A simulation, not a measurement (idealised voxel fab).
process module | voxel capacitor over wiring
cross-section cut | 265 nm wide | cells 5 nm
A cross-section is a grid of square cells, given in bands from the top down. A band is one or more rows of cells.
Each band's line starts with the height of the band's top and of its bottom, in nm. Then come its materials from left to right, each with its width in nm. One material with "throughout" fills the band from edge to edge. "air" is empty space.
Height 0 is the level under which the wafer as received is all one material. The lowest band goes on downwards, as in "0 down".
A width such as "30 to 40" changes by the same amount from each row of cells to the next, from the band's top row to its bottom row.
"no change" after a step means that no cell of the cross-section changed.
closed voids: empty space of 8 cells or more with no open way to the top, each as width x height at its distance from the left edge, in nm
after a step's settings: what the simulator itself notes on the step
overlay nm, on a step with a mask: how far to the right of its planned place the mask lay; to the left if negative
plan
1 op RECEIVE | material Si
2 op CONFORMAL_DEP | material SiO2 | thk nm 15
3 op CONFORMAL_DEP | material SiCN | thk nm 5
4 op DIRECTIONAL_DEP | material lowk | thk nm 20
5 op DIRECTIONAL_DEP | material aC | thk nm 10
6 op PATTERN | tone open | mask id METAL_1 | material resist | width nm 30 | pitch nm 80 | thk nm 25 | overlay nm 0
7 op DIRECTIONAL_ETCH | etch materials aC | depth nm 10
8 op STRIP | etch materials resist
9 op DIRECTIONAL_ETCH | etch materials lowk | depth nm 20
10 op DIRECTIONAL_ETCH | etch materials SiCN | depth nm 5
11 op STRIP | etch materials aC
12 op CONFORMAL_DEP | material TiN | thk nm 5
13 op FILL_DEP | material Ru | thk nm 10
14 op CMP | height nm 40
15 op EPI | material Ru | thk nm 5
16 op FILL_DEP | material SiCN | thk nm 5
17 op DIRECTIONAL_DEP | material SiO2 | thk nm 20
18 op DIRECTIONAL_DEP | material aC | thk nm 10
19 op PATTERN | tone open | mask id PLUG_1 | material resist | width nm 15 | thk nm 25 | overlay nm 0
20 op DIRECTIONAL_ETCH | etch materials aC | depth nm 10
21 op STRIP | etch materials resist
22 op DIRECTIONAL_ETCH | etch materials SiO2 | depth nm 20
23 op DIRECTIONAL_ETCH | etch materials SiCN | depth nm 5
24 op STRIP | etch materials aC
25 op CONFORMAL_DEP | material TiN | thk nm 5
26 op FILL_DEP | material Cu | thk nm 5
27 op CMP | height nm 70
28 op DIRECTIONAL_DEP | material TiN | thk nm 5
29 op DIRECTIONAL_DEP | material SiN | thk nm 5
30 op DIRECTIONAL_DEP | material TiN | thk nm 5
31 op DIRECTIONAL_DEP | material aC | thk nm 15
32 op PATTERN | tone cover | mask id UPPER_PLATE | material resist | width nm 55 | thk nm 30 | overlay nm 0
33 op DIRECTIONAL_ETCH | etch materials aC | depth nm 15
34 op STRIP | etch materials resist
35 op DIRECTIONAL_ETCH | etch materials TiN | depth nm 5
36 op DIRECTIONAL_ETCH | etch materials SiN | depth nm 5
37 op STRIP | etch materials aC
38 op MASKED_ETCH | tone cover | mask id LOWER_PLATE | width nm 65 | etch materials TiN | depth nm 5 | overlay nm 0
39 op FILL_DEP | material SiO2 | thk nm 15
40 op CMP | height nm 95
41 op MASKED_ETCH | tone open | mask id PLUG_2 | width nm 15 | etch materials SiO2 | depth nm 10 | overlay nm 0
42 op CONFORMAL_DEP | material TiN | thk nm 5
43 op FILL_DEP | material Cu | thk nm 5
44 op CMP | height nm 95
45 op CONFORMAL_DEP | material SiCN | thk nm 5
first wafer, as planned
as received, after step 1
  0 down: Si throughout
  closed voids: none
after step 2
  15 to 0: SiO2 throughout
  below 0: unchanged
after step 3
  20 to 15: SiCN throughout
  below 15: unchanged
after step 4
  40 to 20: lowk throughout
  below 20: unchanged
after step 5
  50 to 40: aC throughout
  below 40: unchanged
after step 6
  75 to 50: resist 75 | air 30 | resist 50 | air 30 | resist 80
  below 50: unchanged
after step 7
  65 to 50: resist 75 | air 30 | resist 50 | air 30 | resist 80
  50 to 40: aC 75 | air 30 | aC 50 | air 30 | aC 80
  below 40: unchanged
after step 8
  50 to 40: aC 75 | air 30 | aC 50 | air 30 | aC 80
  below 40: unchanged
after step 9
  50 to 40: aC 75 | air 30 | aC 50 | air 30 | aC 80
  40 to 20: lowk 75 | air 30 | lowk 50 | air 30 | lowk 80
  below 20: unchanged
after step 10
  50 to 40: aC 75 | air 30 | aC 50 | air 30 | aC 80
  40 to 20: lowk 75 | air 30 | lowk 50 | air 30 | lowk 80
  20 to 15: SiCN 75 | air 30 | SiCN 50 | air 30 | SiCN 80
  below 15: unchanged
after step 11
  40 to 20: lowk 75 | air 30 | lowk 50 | air 30 | lowk 80
  below 20: unchanged
after step 12
  45 to 40: TiN 80 | air 20 | TiN 60 | air 20 | TiN 85
  40 to 20: lowk 75 | TiN 5 | air 20 | TiN 5 | lowk 50 | TiN 5 | air 20 | TiN 5 | lowk 80
  20 to 15: SiCN 75 | TiN 30 | SiCN 50 | TiN 30 | SiCN 80
  below 15: unchanged
after step 13
  55 to 45: Ru throughout
  45 to 40: TiN 80 | Ru 20 | TiN 60 | Ru 20 | TiN 85
  40 to 20: lowk 75 | TiN 5 | Ru 20 | TiN 5 | lowk 50 | TiN 5 | Ru 20 | TiN 5 | lowk 80
  below 20: unchanged
after step 14
  40 to 20: lowk 75 | TiN 5 | Ru 20 | TiN 5 | lowk 50 | TiN 5 | Ru 20 | TiN 5 | lowk 80
  below 20: unchanged
after step 15
  45 to 40: air 70 | Ru 40 | air 40 | Ru 40 | air 75
  below 40: unchanged
after step 16
  50 to 45: SiCN throughout
  45 to 40: SiCN 70 | Ru 40 | SiCN 40 | Ru 40 | SiCN 75
  below 40: unchanged
after step 17
  70 to 50: SiO2 throughout
  below 50: unchanged
after step 18
  80 to 70: aC throughout
  below 70: unchanged
after step 19
  105 to 80: resist 90 | air 15 | resist 160
  below 80: unchanged
after step 20
  95 to 80: resist 90 | air 15 | resist 160
  80 to 70: aC 90 | air 15 | aC 160
  below 70: unchanged
after step 21
  80 to 70: aC 90 | air 15 | aC 160
  below 70: unchanged
after step 22
  80 to 70: aC 90 | air 15 | aC 160
  70 to 50: SiO2 90 | air 15 | SiO2 160
  below 50: unchanged
after step 23
  80 to 70: aC 90 | air 15 | aC 160
  70 to 50: SiO2 90 | air 15 | SiO2 160
  50 to 45: SiCN 90 | air 15 | SiCN 160
  below 45: unchanged
after step 24
  70 to 50: SiO2 90 | air 15 | SiO2 160
  below 50: unchanged
after step 25
  75 to 70: TiN 95 | air 5 | TiN 165
  70 to 50: SiO2 90 | TiN 5 | air 5 | TiN 5 | SiO2 160
  50 to 45: SiCN 90 | TiN 15 | SiCN 160
  below 45: unchanged
after step 26
  80 to 75: Cu throughout
  75 to 70: TiN 95 | Cu 5 | TiN 165
  70 to 50: SiO2 90 | TiN 5 | Cu 5 | TiN 5 | SiO2 160
  below 50: unchanged
after step 27
  70 to 50: SiO2 90 | TiN 5 | Cu 5 | TiN 5 | SiO2 160
  below 50: unchanged
after step 28
  75 to 70: TiN throughout
  below 70: unchanged
after step 29
  80 to 75: SiN throughout
  below 75: unchanged
after step 30
  85 to 80: TiN throughout
  below 80: unchanged
after step 31
  100 to 85: aC throughout
  below 85: unchanged
after step 32
  130 to 100: air 90 | resist 55 | air 120
  below 100: unchanged
after step 33
  115 to 100: air 90 | resist 55 | air 120
  100 to 85: air 90 | aC 55 | air 120
  below 85: unchanged
after step 34
  100 to 85: air 90 | aC 55 | air 120
  below 85: unchanged
after step 35
  100 to 85: air 90 | aC 55 | air 120
  85 to 80: air 90 | TiN 55 | air 120
  below 80: unchanged
after step 36
  100 to 85: air 90 | aC 55 | air 120
  85 to 80: air 90 | TiN 55 | air 120
  80 to 75: air 90 | SiN 55 | air 120
  below 75: unchanged
after step 37
  85 to 80: air 90 | TiN 55 | air 120
  below 80: unchanged
after step 38
  85 to 80: air 90 | TiN 55 | air 120
  80 to 75: air 90 | SiN 55 | air 120
  75 to 70: air 85 | TiN 65 | air 115
  below 70: unchanged
after step 39
  100 to 85: SiO2 throughout
  85 to 80: SiO2 90 | TiN 55 | SiO2 120
  80 to 75: SiO2 90 | SiN 55 | SiO2 120
  75 to 70: SiO2 85 | TiN 65 | SiO2 115
  below 70: unchanged
after step 40
  95 to 85: SiO2 throughout
  below 85: unchanged
after step 41
  95 to 85: SiO2 100 | air 15 | SiO2 150
  below 85: unchanged
after step 42
  100 to 95: TiN 105 | air 5 | TiN 155
  95 to 90: SiO2 100 | TiN 5 | air 5 | TiN 5 | SiO2 150
  90 to 80: SiO2 100 to 90 | TiN 15 to 55 | SiO2 150 to 120
  below 80: unchanged
after step 43
  105 to 100: Cu throughout
  100 to 95: TiN 105 | Cu 5 | TiN 155
  95 to 90: SiO2 100 | TiN 5 | Cu 5 | TiN 5 | SiO2 150
  below 90: unchanged
after step 44
  95 to 90: SiO2 100 | TiN 5 | Cu 5 | TiN 5 | SiO2 150
  below 90: unchanged
after step 45
  100 to 95: SiCN throughout
  below 95: unchanged
second wafer: like start, like plan, one mistake. Through step 18 it matches the first wafer
when step 19 should have ended
  105 to 80: air 90 | resist 15 | air 160
  below 80: unchanged
when step 20 should have ended
  95 to 80: air 90 | resist 15 | air 160
  80 to 70: air 90 | aC 15 | air 160
  below 70: unchanged
when step 21 should have ended
  80 to 70: air 90 | aC 15 | air 160
  below 70: unchanged
when step 22 should have ended
  80 to 70: air 90 | aC 15 | air 160
  70 to 50: air 90 | SiO2 15 | air 160
  below 50: unchanged
when step 23 should have ended
  80 to 70: air 90 | aC 15 | air 160
  70 to 50: air 90 | SiO2 15 | air 160
  50 to 45: air 90 | SiCN 15 | air 160
  below 45: unchanged
when step 24 should have ended
  70 to 50: air 90 | SiO2 15 | air 160
  below 50: unchanged
when step 25 should have ended
  75 to 70: air 85 | TiN 25 | air 155
  70 to 50: air 85 | TiN 5 | SiO2 15 | TiN 5 | air 155
  50 to 45: TiN 90 | SiCN 15 | TiN 160
  below 45: unchanged
when step 26 should have ended
  80 to 75: Cu throughout
  75 to 70: Cu 85 | TiN 25 | Cu 155
  70 to 50: Cu 85 | TiN 5 | SiO2 15 | TiN 5 | Cu 155
  below 50: unchanged
when step 27 should have ended
  70 to 50: Cu 85 | TiN 5 | SiO2 15 | TiN 5 | Cu 155
  below 50: unchanged
when step 28 should have ended
  75 to 70: TiN throughout
  below 70: unchanged
when step 29 should have ended
  80 to 75: SiN throughout
  below 75: unchanged
when step 30 should have ended
  85 to 80: TiN throughout
  below 80: unchanged
when step 31 should have ended
  100 to 85: aC throughout
  below 85: unchanged
when step 32 should have ended
  130 to 100: air 90 | resist 55 | air 120
  below 100: unchanged
when step 33 should have ended
  115 to 100: air 90 | resist 55 | air 120
  100 to 85: air 90 | aC 55 | air 120
  below 85: unchanged
when step 34 should have ended
  100 to 85: air 90 | aC 55 | air 120
  below 85: unchanged
when step 35 should have ended
  100 to 85: air 90 | aC 55 | air 120
  85 to 80: air 90 | TiN 55 | air 120
  below 80: unchanged
when step 36 should have ended
  100 to 85: air 90 | aC 55 | air 120
  85 to 80: air 90 | TiN 55 | air 120
  80 to 75: air 90 | SiN 55 | air 120
  below 75: unchanged
when step 37 should have ended
  85 to 80: air 90 | TiN 55 | air 120
  below 80: unchanged
when step 38 should have ended
  85 to 80: air 90 | TiN 55 | air 120
  80 to 75: air 90 | SiN 55 | air 120
  75 to 70: air 85 | TiN 65 | air 115
  below 70: unchanged
when step 39 should have ended
  100 to 85: SiO2 throughout
  85 to 80: SiO2 90 | TiN 55 | SiO2 120
  80 to 75: SiO2 90 | SiN 55 | SiO2 120
  75 to 70: SiO2 85 | TiN 65 | SiO2 115
  below 70: unchanged
when step 40 should have ended
  95 to 85: SiO2 throughout
  below 85: unchanged
when step 41 should have ended
  95 to 85: SiO2 100 | air 15 | SiO2 150
  below 85: unchanged
when step 42 should have ended
  100 to 95: TiN 105 | air 5 | TiN 155
  95 to 90: SiO2 100 | TiN 5 | air 5 | TiN 5 | SiO2 150
  90 to 80: SiO2 100 to 90 | TiN 15 to 55 | SiO2 150 to 120
  below 80: unchanged
when step 43 should have ended
  105 to 100: Cu throughout
  100 to 95: TiN 105 | Cu 5 | TiN 155
  95 to 90: SiO2 100 | TiN 5 | Cu 5 | TiN 5 | SiO2 150
  below 90: unchanged
when step 44 should have ended
  95 to 90: SiO2 100 | TiN 5 | Cu 5 | TiN 5 | SiO2 150
  below 90: unchanged
when step 45 should have ended
  100 to 95: SiCN throughout
  below 95: unchanged
what went wrong: step 19 ran as: op PATTERN | tone cover | mask id PLUG_1 | material resist | width nm 15 | thk nm 25 | overlay nm 0
at the end the second wafer has, in cells: 188 more of Cu | 47 fewer of SiCN | 188 fewer of SiO2 | 47 more of TiN
